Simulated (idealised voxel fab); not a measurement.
Name of the process module below: voxel spacer lines
For reference, the cross-section in this document is cut, with width 300 nm and square cells of 5 nm.
Throughout this document, each cross-section is represented as a grid of square cells and is presented as a sequence of bands enumerated from the top downward, where a band comprises one or more rows of cells.
A band entry consists of two parts. The first gives the height of the band's top and the height of its bottom, in nm. The rest lists the band's materials from left to right, each with its width in nm. A single material labelled with the word "edge to edge" fills the band from edge to edge, and the word "empty" marks empty space.
Height reference: 0 = level under which incoming wafer is all one material. Lowest band: no bottom, runs on downward, e.g. "from 0 down".
It should be noted that a width expressed as "30..40" varies in equal increments from row to row of cells within the band, taking the value of the first number at the top row and that of the second number at the bottom row.
No cell of the cross-section changed in a step that is given as "remains unaltered".
Under "Listed closed voids" you'll find the enclosed gaps, the ones with no way out to the top, that are 8 cells or bigger; each reads width x height at distance, with distance counted from the left edge, everything in nm.
On a step's line, text after the settings is the simulator commenting on that step.
A step line may carry the setting "overlay nm", which, for steps involving a mask, states the distance by which the mask lay to the right of its intended position; negative values denote displacement to the left.
[Process steps foreseen in the plan]
1 RECEIVE,material Si
2 CONFORMAL_DEP,material Al2O3,thk nm 5
3 DIRECTIONAL_DEP,material polySi,thk nm 10
4 DIRECTIONAL_DEP,material aC,thk nm 25
5 PATTERN,tone cover,mask id MANDREL,material resist,width nm 15,pitch nm 60,thk nm 30,overlay nm 0
6 DIRECTIONAL_ETCH,etch materials aC,depth nm 25
7 STRIP,etch materials resist
8 CONFORMAL_DEP,material SiN,thk nm 15
9 DIRECTIONAL_ETCH,etch materials SiN,depth nm 15
10 STRIP,etch materials aC
11 DIRECTIONAL_ETCH,etch materials polySi,depth nm 10
12 STRIP,etch materials SiN
13 FILL_DEP,material lowk,thk nm 10
14 CMP,height nm 15
[Of two wafers, the first: run according to plan]
[Delivered wafer in cross-section: state after step 1]
  from 0 down | Si edge to edge
  Listed closed voids: none
[The wafer, seen in cross-section, after step 2]
  from 5 to 0 | Al2O3 edge to edge
  Below a height of 0, the structure has not been altered.
[The wafer, seen in cross-section, after step 3]
  from 15 to 5 | polySi edge to edge
  Below a height of 5, the structure has not been altered.
[The wafer, seen in cross-section, after step 4]
  from 40 to 15 | aC edge to edge
  Below a height of 15, the structure has not been altered.
[The wafer, seen in cross-section, after step 5]
  from 70 to 40 | 110 of empty  15 of resist  45 of empty  15 of resist  115 of empty
  Below a height of 40, the structure has not been altered.
[The wafer, seen in cross-section, after step 6]
  from 45 to 40 | 110 of empty  15 of resist  45 of empty  15 of resist  115 of empty
  from 40 to 15 | 110 of empty  15 of aC  45 of empty  15 of aC  115 of empty
  Below a height of 15, the structure has not been altered.
[The wafer, seen in cross-section, after step 7]
  from 40 to 15 | 110 of empty  15 of aC  45 of empty  15 of aC  115 of empty
  Below a height of 15, the structure has not been altered.
[The wafer, seen in cross-section, after step 8]
  from 55 to 40 | 95 of empty  45 of SiN  15 of empty  45 of SiN  100 of empty
  from 40 to 30 | 95 of empty  15 of SiN  15 of aC  15 of SiN  15 of empty  15 of SiN  15 of aC  15 of SiN  100 of empty
  from 30 to 15 | 110 of SiN  15 of aC  45 of SiN  15 of aC  115 of SiN
  Below a height of 15, the structure has not been altered.
[The wafer, seen in cross-section, after step 9]
  from 40 to 15 | 95 of empty  15 of SiN  15 of aC  15 of SiN  15 of empty  15 of SiN  15 of aC  15 of SiN  100 of empty
  Below a height of 15, the structure has not been altered.
[The wafer, seen in cross-section, after step 10]
  from 40 to 15 | 95 of empty  15 of SiN  15 of empty  15 of SiN  15 of empty  15 of SiN  15 of empty  15 of SiN  100 of empty
  Below a height of 15, the structure has not been altered.
[The wafer, seen in cross-section, after step 11]
  from 40 to 15 | 95 of empty  15 of SiN  15 of empty  15 of SiN  15 of empty  15 of SiN  15 of empty  15 of SiN  100 of empty
  from 15 to 5 | 95 of empty  15 of polySi  15 of empty  15 of polySi  15 of empty  15 of polySi  15 of empty  15 of polySi  100 of empty
  Below a height of 5, the structure has not been altered.
[The wafer, seen in cross-section, after step 12]
  from 15 to 5 | 95 of empty  15 of polySi  15 of empty  15 of polySi  15 of empty  15 of polySi  15 of empty  15 of polySi  100 of empty
  Below a height of 5, the structure has not been altered.
[The wafer, seen in cross-section, after step 13]
  from 25 to 15 | lowk edge to edge
  from 15 to 5 | 95 of lowk  15 of polySi  15 of lowk  15 of polySi  15 of lowk  15 of polySi  15 of lowk  15 of polySi  100 of lowk
  Below a height of 5, the structure has not been altered.
[The wafer, seen in cross-section, after step 14]
  from 15 to 5 | 95 of lowk  15 of polySi  15 of lowk  15 of polySi  15 of lowk  15 of polySi  15 of lowk  15 of polySi  100 of lowk
  Below a height of 5, the structure has not been altered.
[The second wafer was prepared from the same starting point and under the same plan as the first; its processing contained one mistake, and it remains indistinguishable from the first wafer up to and including step 4]
[Second wafer, section view, time point: scheduled end of step 5]
  from 70 to 40 | 110 of empty  20 of resist  40 of empty  20 of resist  110 of empty
  Below a height of 40, the structure has not been altered.
[Second wafer, section view, time point: scheduled end of step 6]
  from 45 to 40 | 110 of empty  20 of resist  40 of empty  20 of resist  110 of empty
  from 40 to 15 | 110 of empty  20 of aC  40 of empty  20 of aC  110 of empty
  Below a height of 15, the structure has not been altered.
[Second wafer, section view, time point: scheduled end of step 7]
  from 40 to 15 | 110 of empty  20 of aC  40 of empty  20 of aC  110 of empty
  Below a height of 15, the structure has not been altered.
[Second wafer, section view, time point: scheduled end of step 8]
  from 55 to 40 | 95 of empty  50 of SiN  10 of empty  50 of SiN  95 of empty
  from 40 to 30 | 95 of empty  15 of SiN  20 of aC  15 of SiN  10 of empty  15 of SiN  20 of aC  15 of SiN  95 of empty
  from 30 to 15 | 110 of SiN  20 of aC  40 of SiN  20 of aC  110 of SiN
  Below a height of 15, the structure has not been altered.
[Second wafer, section view, time point: scheduled end of step 9]
  from 40 to 15 | 95 of empty  15 of SiN  20 of aC  15 of SiN  10 of empty  15 of SiN  20 of aC  15 of SiN  95 of empty
  Below a height of 15, the structure has not been altered.
[Second wafer, section view, time point: scheduled end of step 10]
  from 40 to 15 | 95 of empty  15 of SiN  20 of empty  15 of SiN  10 of empty  15 of SiN  20 of empty  15 of SiN  95 of empty
  Below a height of 15, the structure has not been altered.
[Second wafer, section view, time point: scheduled end of step 11]
  from 40 to 15 | 95 of empty  15 of SiN  20 of empty  15 of SiN  10 of empty  15 of SiN  20 of empty  15 of SiN  95 of empty
  from 15 to 5 | 95 of empty  15 of polySi  20 of empty  15 of polySi  10 of empty  15 of polySi  20 of empty  15 of polySi  95 of empty
  Below a height of 5, the structure has not been altered.
[Second wafer, section view, time point: scheduled end of step 12]
  from 15 to 5 | 95 of empty  15 of polySi  20 of empty  15 of polySi  10 of empty  15 of polySi  20 of empty  15 of polySi  95 of empty
  Below a height of 5, the structure has not been altered.
[Second wafer, section view, time point: scheduled end of step 13]
  from 25 to 15 | lowk edge to edge
  from 15 to 5 | 95 of lowk  15 of polySi  20 of lowk  15 of polySi  10 of lowk  15 of polySi  20 of lowk  15 of polySi  95 of lowk
  Below a height of 5, the structure has not been altered.
[Second wafer, section view, time point: scheduled end of step 14]
  from 15 to 5 | 95 of lowk  15 of polySi  20 of lowk  15 of polySi  10 of lowk  15 of polySi  20 of lowk  15 of polySi  95 of lowk
  Below a height of 5, the structure has not been altered.
Which mistake was made when the wafer was run? in deviation from the planned setting, step 5 was conducted as PATTERN,tone cover,mask id MANDREL,material resist,width nm 20,pitch nm 60,thk nm 30,overlay nm 0
When the process is done, the second wafer contains the same cell count of every material as the first wafer, but distributed over other locations.
